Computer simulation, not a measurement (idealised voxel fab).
Proc. module: voxel local oxidation
In the cross-section labelled cut, the width is 270 nm and each square cell is 5 nm.
This document writes a cross-section as a grid whose cells are square, and gives it as bands, listed from the top down; one or more rows of cells form a band.
Heads up on the band format: heights come first, top then bottom, in nm. After that it's the materials left to right, each with its width in nm. A single material flagged "throughout" fills the whole band edge to edge, and "air" means there's empty space there.
Ref level 0: as-received wafer is one material below here. Bottom band extends down with no lower bound ("0 down").
A width such as "30..40" changes by the same amount from each row of cells to the next, from the band's top row to its bottom row.
"nothing altered" for a step: no cell of the cross-section changed in that step.
Reported under the label "Enclosed empty spaces" are the empty spaces having no open way to the top and comprising 8 cells or more; the notation for each is width x height at distance, in which the distance is measured from the left edge and all three values are in nm.
Formally, on a step line, whatever follows the settings is a remark that the simulator itself makes on the step.
overlay nm: for a step with a mask, the amount by which the mask lay right of where it was planned; a negative amount means left of it.

Listed below are the process steps as planned:
1. RECEIVE | material Si
2. CONFORMAL_DEP | material SiO2 | thk nm 5
3. CONFORMAL_DEP | material SiN | thk nm 15
4. PATTERN | tone cover | mask id ACTIVE | material resist | width nm 100 | thk nm 20 | overlay nm 0
5. DIRECTIONAL_ETCH | etch materials SiN | depth nm 15
6. STRIP | etch materials resist
7. SELECTIVE_ETCH | etch materials SiO2 | depth nm 5
8. OXIDIZE | depth nm 10
9. STRIP | etch materials SiN

First of the two wafers, run per plan:

Step 1 complete: cross-section of the wafer as received:
  0 down = Si throughout
  Enclosed empty spaces: none

The wafer, seen in cross-section, after step 2:
  5 to 0 = SiO2 throughout
  Heights below 0 show no change.

The wafer, seen in cross-section, after step 3:
  20 to 5 = SiN throughout
  Heights below 5 show no change.

The wafer, seen in cross-section, after step 4:
  40 to 20 = air 85, resist 100, air 85
  Heights below 20 show no change.

The wafer, seen in cross-section, after step 5:
  40 to 20 = air 85, resist 100, air 85
  20 to 5 = air 85, SiN 100, air 85
  Heights below 5 show no change.

The wafer, seen in cross-section, after step 6:
  20 to 5 = air 85, SiN 100, air 85
  Heights below 5 show no change.

The wafer, seen in cross-section, after step 7:
  20 to 5 = air 85, SiN 100, air 85
  5 to 0 = air 90, SiO2 90, air 90
  Heights below 0 show no change.

The wafer, seen in cross-section, after step 8:
  20 to 5 = air 85, SiN 100, air 85
  5 to 0 = air 90, SiO2 90, air 90
  0 to -10 = SiO2 100, Si 70, SiO2 100
  Heights below -10 show no change.

The wafer, seen in cross-section, after step 9:
  5 to 0 = air 90, SiO2 90, air 90
  Heights below 0 show no change.

Companion wafer, the second of two: same beginning, same intended sequence, one mistake in carrying it out; through step 3 inclusive it tracks the first exactly:

Cross-section of the second wafer corresponding to the planned conclusion of step 4:
  40 to 20 = air 85, resist 105, air 80
  Heights below 20 show no change.

Cross-section of the second wafer corresponding to the planned conclusion of step 5:
  40 to 20 = air 85, resist 105, air 80
  20 to 5 = air 85, SiN 105, air 80
  Heights below 5 show no change.

Cross-section of the second wafer corresponding to the planned conclusion of step 6:
  20 to 5 = air 85, SiN 105, air 80
  Heights below 5 show no change.

Cross-section of the second wafer corresponding to the planned conclusion of step 7:
  20 to 5 = air 85, SiN 105, air 80
  5 to 0 = air 90, SiO2 95, air 85
  Heights below 0 show no change.

Cross-section of the second wafer corresponding to the planned conclusion of step 8:
  20 to 5 = air 85, SiN 105, air 80
  5 to 0 = air 90, SiO2 95, air 85
  0 to -10 = SiO2 100, Si 75, SiO2 95
  Heights below -10 show no change.

Cross-section of the second wafer corresponding to the planned conclusion of step 9:
  5 to 0 = air 90, SiO2 95, air 85
  Heights below 0 show no change.
What was done differently from what was planned? it should be noted that step 4 was executed with settings other than those planned, the operation and settings actually applied being PATTERN | tone cover | mask id ACTIVE | material resist | width nm 105 | thk nm 20 | overlay nm 0
At the finish, the second wafer shows more or fewer cells for some materials than the first does: Si +2; SiO2 -1
